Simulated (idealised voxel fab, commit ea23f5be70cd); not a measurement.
Presented below is a process module, voxel tone inversion.
The figure presents cross-section cut, which has a width of 250 nm and is divided into square cells with an edge length of 5 nm.
Cross-section spec: square-cell grid; bands listed top down; each band is one or more rows. First you get the band's top height and its bottom height, in nm, and then the materials it's made of, left to right, with each width in nm. If you see a single material with "full width", that one covers the band edge to edge. "blank" is empty space. The level at which height equals 0 is the one under which the wafer, as it arrives, is entirely one material. No lower edge exists for the bottom band, which continues downward and is notated as in "0 down". Width: "30->40" (first number = top row, second number = bottom row, same change from row to row of cells). It should be understood that the words "nothing changed", when stated for a given step, signify that the cross-section underwent no change in any of its cells during that step. Each empty space that has no open way to the top and spans at least 8 cells appears under "Enclosed internal voids" as width x height at distance, the distance counted from the left edge, all in nm. Read whatever lies past the settings on a step's line as the simulator's own remark about the step. What "overlay nm" on a step's line means: if the step has a mask, that mask lay this far to the right of its planned place, or, when the value is negative, to the left.

Intended process steps
step 1: RECEIVE | material Si
step 2: CONFORMAL_DEP | material SiN | thk nm 5
step 3: DIRECTIONAL_DEP | material aC | thk nm 20
step 4: PATTERN | tone cover | mask id POSTS | material resist | width nm 20 | pitch nm 45 | thk nm 30 | overlay nm 0
step 5: DIRECTIONAL_ETCH | etch materials aC | depth nm 20
step 6: STRIP | etch materials resist
step 7: FILL_DEP | material SiO2 | thk nm 5
step 8: CMP | height nm 25
step 9: STRIP | etch materials aC
step 10: CONFORMAL_DEP | material TiN | thk nm 5
step 11: FILL_DEP | material W | thk nm 5
step 12: CMP | height nm 25
step 13: CONFORMAL_DEP | material SiCN | thk nm 5

Incoming wafer, cross-sectional view, post step 1
0 down | Si full width
Enclosed internal voids: none

Cross-section, end of module. Start: as above. Plan: as above. Execution: one mistake
30 to 25 | SiCN full width
25 to 10 | 85 of W, 5 of TiN, 20 of SiO2, 5 of TiN, 15 of W, 5 of TiN, 20 of SiO2, 5 of TiN, 90 of W
10 to 5 | 90 of TiN, 20 of SiO2, 25 of TiN, 20 of SiO2, 95 of TiN
5 to 0 | SiN full width
0 down | Si full width
Enclosed internal voids: none
what went wrong: step 4: run off-plan, actual operation and settings PATTERN | tone open | mask id POSTS | material resist | width nm 20 | pitch nm 45 | thk nm 30 | overlay nm 0
